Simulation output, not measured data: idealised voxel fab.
The following is a process module called voxel gate over fins.
Section shown: cut. Width: 245 nm. Cell size: 5 nm, square.
In what follows, cross-sections appear as grids of square cells, described through bands that run from the top down, where every band is one or more rows of cells.
In this notation a band is specified by the heights of its top and bottom, in that order and in nm, after which its materials appear from left to right, each paired with its width in nm. The word "all across" attached to a single material means that material fills the band from edge to edge; the word "empty" stands for empty space.
Beneath 0, the wafer as received is one material, and that level is where height counting begins. The lowest band goes on downward without a bottom; it is written like "0..down".
Quick explanation for "30 to 40": the width changes in equal steps down the rows of cells, from the first number in the band's top row to the second number in its bottom row.
"stayed the same" means the step left every cell of the cross-section as it was.
The list in "Enclosed voids" covers empty spaces of 8 cells or more that cannot reach the top through any open way, and it gives each as width x height at distance; the distance is from the left edge, and width, height and distance are in nm.
Note: text after step settings on the step line = simulator remark on that step.
"overlay nm" denotes, for a step that has a mask, the displacement of the mask to the right of its planned place, with negative values corresponding to the left.
Set out below are the planned steps of the process
- 1: RECEIVE | material Si
- 2: CONFORMAL_DEP | material SiN | thk nm 10
- 3: DIRECTIONAL_DEP | material aC | thk nm 10
- 4: PATTERN | tone cover | mask id FINS | material resist | width nm 15 | pitch nm 45 | thk nm 30 | overlay nm 0
- 5: DIRECTIONAL_ETCH | etch materials aC | depth nm 10
- 6: STRIP | etch materials resist
- 7: DIRECTIONAL_ETCH | etch materials SiN | depth nm 10
- 8: DIRECTIONAL_ETCH | etch materials Si | depth nm 30
- 9: STRIP | etch materials aC
- 10: FILL_DEP | material SiO2 | thk nm 10
- 11: CMP | height nm 10
- 12: SELECTIVE_ETCH | etch materials SiO2 | depth nm 20
- 13: STRIP | etch materials SiN
- 14: CONFORMAL_DEP | material HfO2 | thk nm 5
- 15: CONFORMAL_DEP | material TiN | thk nm 5
- 16: FILL_DEP | material W | thk nm 10
- 17: CMP | height nm 15
- 18: CONFORMAL_DEP | material SiCN | thk nm 5
Cross-section, incoming material, after step 1
> 0..down  Si all across
> Enclosed voids: none
First wafer at the end, as planned
> 20..15  SiCN all across
> 15..10  W all across
> 10..5  W 80  TiN 35  W 10  TiN 35  W 85
> 5..0  W 80  TiN 5  HfO2 25  TiN 5  W 10  TiN 5  HfO2 25  TiN 5  W 85
> 0..-5  TiN 85  HfO2 5  Si 15  HfO2 5  TiN 20  HfO2 5  Si 15  HfO2 5  TiN 90
> -5..-10  HfO2 90  Si 15  HfO2 30  Si 15  HfO2 95
> -10..-30  SiO2 90  Si 15  SiO2 30  Si 15  SiO2 95
> -30..down  Si all across
> Enclosed voids: none
So this is wafer number two of the two, cut at the end of the module - it started where the first did and had the same plan, we just got one thing wrong running it
> 20..15  SiCN all across
> 15..10  W all across
> 10..5  W 80  TiN 35  W 10  TiN 35  W 85
> 5..0  W 80  TiN 5  HfO2 25  TiN 5  W 10  TiN 5  HfO2 25  TiN 5  W 85
> 0..-5  TiN 85  HfO2 5  Si 15  HfO2 5  TiN 5  W 10  TiN 5  HfO2 5  Si 15  HfO2 5  TiN 90
> -5..-10  HfO2 75  TiN 10  HfO2 5  Si 15  HfO2 5  TiN 5  W 10  TiN 5  HfO2 5  Si 15  HfO2 5  TiN 10  HfO2 80
> -10..-15  SiO2 70  HfO2 5  TiN 10  HfO2 5  Si 15  HfO2 5  TiN 20  HfO2 5  Si 15  HfO2 5  TiN 10  HfO2 5  SiO2 75
> -15..-20  SiO2 70  HfO2 20  Si 15  HfO2 30  Si 15  HfO2 20  SiO2 75
> -20..-30  SiO2 90  Si 15  SiO2 30  Si 15  SiO2 95
> -30..down  Si all across
> Enclosed voids: none
The plan and the run diverged here: a sequencing error occurred in which plan steps 12 and 13 were transposed
Count the cells at the end and the second wafer has more or fewer of some materials than the first: HfO2: 12 more | SiO2: 28 fewer | TiN: 12 more | W: 4 more
